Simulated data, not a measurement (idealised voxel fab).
Presented below is a process module, voxel air gaps.
The cross-section on display is named cut; it measures 285 nm wide, and its cells are 5 nm squares.
For the purposes of this document, a cross-section shall be understood as a grid of square cells, specified as bands listed in top-to-bottom order, each band consisting of one or more rows of cells.
The band entry comprises the height of the band's top followed by the height of its bottom, expressed in nm, and subsequently the band's materials from left to right, each stated together with its width in nm. Where a single material is marked with the word "throughout", that material fills the band from edge to edge. The word "blank" represents empty space.
Height reference: 0 = level under which incoming wafer is all one material. Lowest band: no bottom, runs on downward, e.g. "z 0 and below".
The width entry "30..40" should be interpreted row by row: the top row of cells in the band takes the first number, the bottom row takes the second number, and the change between adjacent rows is uniform throughout.
Reading "all unchanged" for a step: not a cell of the cross-section changed in it.
"Enclosed void entries" means: voids of 8 cells or more that are shut off from the top with no open way through. Written width x height at distance, distance from the left edge, in nm.
On a step's line, text after the settings is the simulator commenting on that step.
overlay nm: mask offset rightward from planned place, masked step; negative means leftward offset.
**The planned process steps are enumerated hereunder**
1 RECEIVE | material Si
2 CONFORMAL_DEP | material SiO2 | thk nm 15
3 CONFORMAL_DEP | material SiN | thk nm 5
4 DIRECTIONAL_DEP | material SiO2 | thk nm 35
5 PATTERN | tone open | mask id LINES | material resist | width nm 25 | pitch nm 50 | thk nm 20 | overlay nm 0
6 DIRECTIONAL_ETCH | etch materials SiO2 | depth nm 35
7 STRIP | etch materials resist
8 CONFORMAL_DEP | material TiN | thk nm 5
9 FILL_DEP | material W | thk nm 5
10 CMP | height nm 55
11 EPI | material Ru | thk nm 10
12 SELECTIVE_ETCH | etch materials SiO2 | depth nm 45
13 CONFORMAL_DEP | material SiCN | thk nm 5
**The cross-section here shows the wafer as received, i.e. in its state after step 1**
  z 0 and below: Si throughout
  Enclosed void entries: none
**Cross-section taken at module completion on the first of two wafers; processed per the plan**
  z 70 to 65: blank (65) / SiCN (155) / blank (65)
  z 65 to 55: blank (65) / SiCN (5) / Ru (45) / SiCN (5) / Ru (45) / SiCN (5) / Ru (45) / SiCN (5) / blank (65)
  z 55 to 50: blank (65) / SiCN (15) / TiN (5) / W (15) / TiN (5) / SiCN (25) / TiN (5) / W (15) / TiN (5) / SiCN (25) / TiN (5) / W (15) / TiN (5) / SiCN (15) / blank (65)
  z 50 to 25: blank (75) / SiCN (5) / TiN (5) / W (15) / TiN (5) / SiCN (5) / blank (15) / SiCN (5) / TiN (5) / W (15) / TiN (5) / SiCN (5) / blank (15) / SiCN (5) / TiN (5) / W (15) / TiN (5) / SiCN (5) / blank (75)
  z 25 to 20: SiCN (80) / TiN (25) / SiCN (25) / TiN (25) / SiCN (25) / TiN (25) / SiCN (80)
  z 20 to 15: SiN throughout
  z 15 to 0: SiO2 throughout
  z 0 and below: Si throughout
  Enclosed void entries: 15 x 25 at 110; 15 x 25 at 160
**Presented here is a cross-section of the second of the two wafers as it stood at the end of the module. It was started in the same manner and assigned the same plan as the first wafer; however, one mistake was made in its execution**
  z 70 to 65: blank (65) / SiCN (155) / blank (65)
  z 65 to 55: blank (65) / SiCN (5) / Ru (45) / SiCN (5) / Ru (45) / SiCN (5) / Ru (45) / SiCN (5) / blank (65)
  z 55 to 50: blank (65) / SiCN (15) / TiN (5) / W (15) / TiN (5) / SiCN (25) / TiN (5) / W (15) / TiN (5) / SiCN (25) / TiN (5) / W (15) / TiN (5) / SiCN (15) / blank (65)
  z 50 to 25: blank (75) / SiCN (5) / TiN (5) / W (15) / TiN (5) / SiCN (5) / blank (15) / SiCN (5) / TiN (5) / W (15) / TiN (5) / SiCN (5) / blank (15) / SiCN (5) / TiN (5) / W (15) / TiN (5) / SiCN (5) / blank (75)
  z 25 to 20: SiCN (80) / TiN (25) / SiCN (25) / TiN (25) / SiCN (25) / TiN (25) / SiCN (80)
  z 20 to 15: TiN throughout
  z 15 to 0: SiO2 throughout
  z 0 and below: Si throughout
  Enclosed void entries: 15 x 25 at 110; 15 x 25 at 160
Short version of what went wrong: step 3 ran with different settings than intended, the actual operation and settings being CONFORMAL_DEP | material TiN | thk nm 5
Looking at both finished wafers in cells, the second ends up ahead of or behind the first on some materials: SiN: 57 fewer, TiN: 57 more
